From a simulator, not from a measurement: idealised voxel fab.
Process module name: voxel capacitor over wiring
The width of the displayed cross-section, cut, is 210 nm; its cells are square, with a size of 5 nm.
Throughout this document, each cross-section is represented as a grid of square cells and is presented as a sequence of bands enumerated from the top downward, where a band comprises one or more rows of cells. Basically the band line says how high the top is and how high the bottom is, in nm, and then what's in it from left to right, every material with its width in nm. Empty space shows up as "empty", and if a single material carries "edge to edge" it runs the full band edge to edge. Below 0: as-received wafer, all one material; heights counted from there. Lowest band: no bottom, goes on down, written "0 and below". Width: "30->40" (first number = top row, second number = bottom row, same change from row to row of cells). The cross-section has no changed cell in any step marked "no modifications". In "Cavities, closed" the enclosed voids are listed, meaning empty spaces of 8 cells or larger without any opening to the top. The form is width x height at distance, distance from the left edge, units nm. Step line, after settings: the simulator's comment on this step. Regarding "overlay nm": on a step with a mask, it is the distance the mask lay to the right of its planned place; a negative value places it to the left.

### The steps planned for the process are as follows
1: RECEIVE | material Si
2: CONFORMAL_DEP | material SiO2 | thk nm 15
3: CONFORMAL_DEP | material SiN | thk nm 5
4: DIRECTIONAL_DEP | material lowk | thk nm 15
5: PATTERN | tone open | mask id METAL_1 | material resist | width nm 20 | pitch nm 75 | thk nm 20 | overlay nm 0
6: DIRECTIONAL_ETCH | etch materials lowk | depth nm 15
7: DIRECTIONAL_ETCH | etch materials SiN | depth nm 5
8: STRIP | etch materials resist
9: CONFORMAL_DEP | material TiN | thk nm 5
10: FILL_DEP | material Ru | thk nm 10
11: CMP | height nm 35
12: EPI | material Ru | thk nm 5
13: FILL_DEP | material SiCN | thk nm 5
14: DIRECTIONAL_DEP | material lowk | thk nm 10
15: MASKED_ETCH | tone open | mask id PLUG_1 | width nm 15 | etch materials lowk | depth nm 10 | overlay nm 0
16: MASKED_ETCH | tone open | mask id PLUG_1 | width nm 15 | etch materials SiCN | depth nm 5 | overlay nm 0
17: EPI | material Ru | thk nm 10
18: EPI | material Ru | thk nm 5
19: DIRECTIONAL_DEP | material TiN | thk nm 5
20: DIRECTIONAL_DEP | material Al2O3 | thk nm 5
21: DIRECTIONAL_DEP | material TiN | thk nm 5
22: DIRECTIONAL_DEP | material aC | thk nm 15
23: PATTERN | tone cover | mask id UPPER_PLATE | material resist | width nm 60 | thk nm 35 | overlay nm 0
24: DIRECTIONAL_ETCH | etch materials aC | depth nm 15
25: STRIP | etch materials resist
26: DIRECTIONAL_ETCH | etch materials TiN | depth nm 5
27: DIRECTIONAL_ETCH | etch materials Al2O3 | depth nm 5
28: STRIP | etch materials aC
29: MASKED_ETCH | tone cover | mask id LOWER_PLATE | width nm 70 | etch materials TiN | depth nm 5 | overlay nm 0
30: FILL_DEP | material SiO2 | thk nm 20
31: CMP | height nm 85
32: PATTERN | tone open | mask id PLUG_2 | material resist | width nm 15 | thk nm 20 | overlay nm 0
33: DIRECTIONAL_ETCH | etch materials SiO2 | depth nm 15
34: STRIP | etch materials resist
35: CONFORMAL_DEP | material TiN | thk nm 5
36: FILL_DEP | material Cu | thk nm 10
37: CMP | height nm 85
38: CONFORMAL_DEP | material SiCN | thk nm 5

### Wafer as received: cross-section following step 1
	0 and below = Si edge to edge
	Cavities, closed: none

### a wafer at the end: this start, this plan, one mistake
	90 down to 85 = SiCN edge to edge
	85 down to 75 = SiO2=70 | TiN=5 | Cu=5 | TiN=5 | SiO2=125
	75 down to 65 = SiO2=70->65 | TiN=15->55 | SiO2=125->90
	65 down to 60 = SiO2=65 | Al2O3=55 | SiO2=90
	60 down to 55 = SiO2=55 | TiN=70 | SiO2=85
	55 down to 45 = lowk=60 | Ru=15 | lowk=135
	45 down to 40 = SiCN=60 | Ru=15 | SiCN=135
	40 down to 35 = SiCN=50 | Ru=30 | SiCN=45 | Ru=30 | SiCN=55
	35 down to 20 = lowk=55 | TiN=5 | Ru=10 | TiN=5 | lowk=55 | TiN=5 | Ru=10 | TiN=5 | lowk=60
	20 down to 15 = SiN=55 | TiN=20 | SiN=55 | TiN=20 | SiN=60
	15 down to 0 = SiO2 edge to edge
	0 and below = Si edge to edge
	Cavities, closed: none
Which mistake was made when the wafer was run? step 23 ran with different settings than intended, the actual operation and settings being PATTERN | tone cover | mask id UPPER_PLATE | material resist | width nm 55 | thk nm 35 | overlay nm 0
